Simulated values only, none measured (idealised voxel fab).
process module | voxel released beams
cross-section cut | 240 nm wide | cells 5 nm
A cross-section is a grid of square cells, given in bands from the top down. A band is one or more rows of cells.
Each band's line starts with the height of the band's top and of its bottom, in nm. Then come its materials from left to right, each with its width in nm. One material with "throughout" fills the band from edge to edge. "air" is empty space.
Height 0 is the level under which the wafer as received is all one material. The lowest band goes on downwards, as in "0 down".
A width such as "30 to 40" changes by the same amount from each row of cells to the next, from the band's top row to its bottom row.
"no change" after a step means that no cell of the cross-section changed.
closed voids: empty space of 8 cells or more with no open way to the top, each as width x height at its distance from the left edge, in nm
after a step's settings: what the simulator itself notes on the step
overlay nm, on a step with a mask: how far to the right of its planned place the mask lay; to the left if negative
plan
1 op RECEIVE | material Si
2 op CONFORMAL_DEP | material SiN | thk nm 5
3 op DIRECTIONAL_DEP | material SiO2 | thk nm 15
4 op PATTERN | tone open | mask id ANCHOR | material resist | width nm 40 | thk nm 15 | overlay nm 0
5 op DIRECTIONAL_ETCH | etch materials SiO2 | depth nm 15
6 op STRIP | etch materials resist
7 op CONFORMAL_DEP | material TiN | thk nm 15
8 op MASKED_ETCH | tone cover | mask id BEAM | width nm 85 | etch materials TiN | depth nm 15 | overlay nm 0
9 op STRIP | etch materials SiO2
as received, after step 1
  0 down: Si throughout
  closed voids: none
first wafer at the end, as planned
  35 to 20: air 75 | TiN 20 | air 10 | TiN 55 | air 80
  20 to 5: air 80 | TiN 40 | air 120
  5 to 0: SiN throughout
  0 down: Si throughout
  closed voids: none
second wafer at the end: like start, like plan, one mistake
  15 to 0: air 75 | TiN 85 | air 80
  0 down: Si throughout
  closed voids: none
what went wrong: step 6 ran as: op STRIP | etch materials SiN
at the end the second wafer has, in cells: 48 fewer of SiN | 18 fewer of TiN
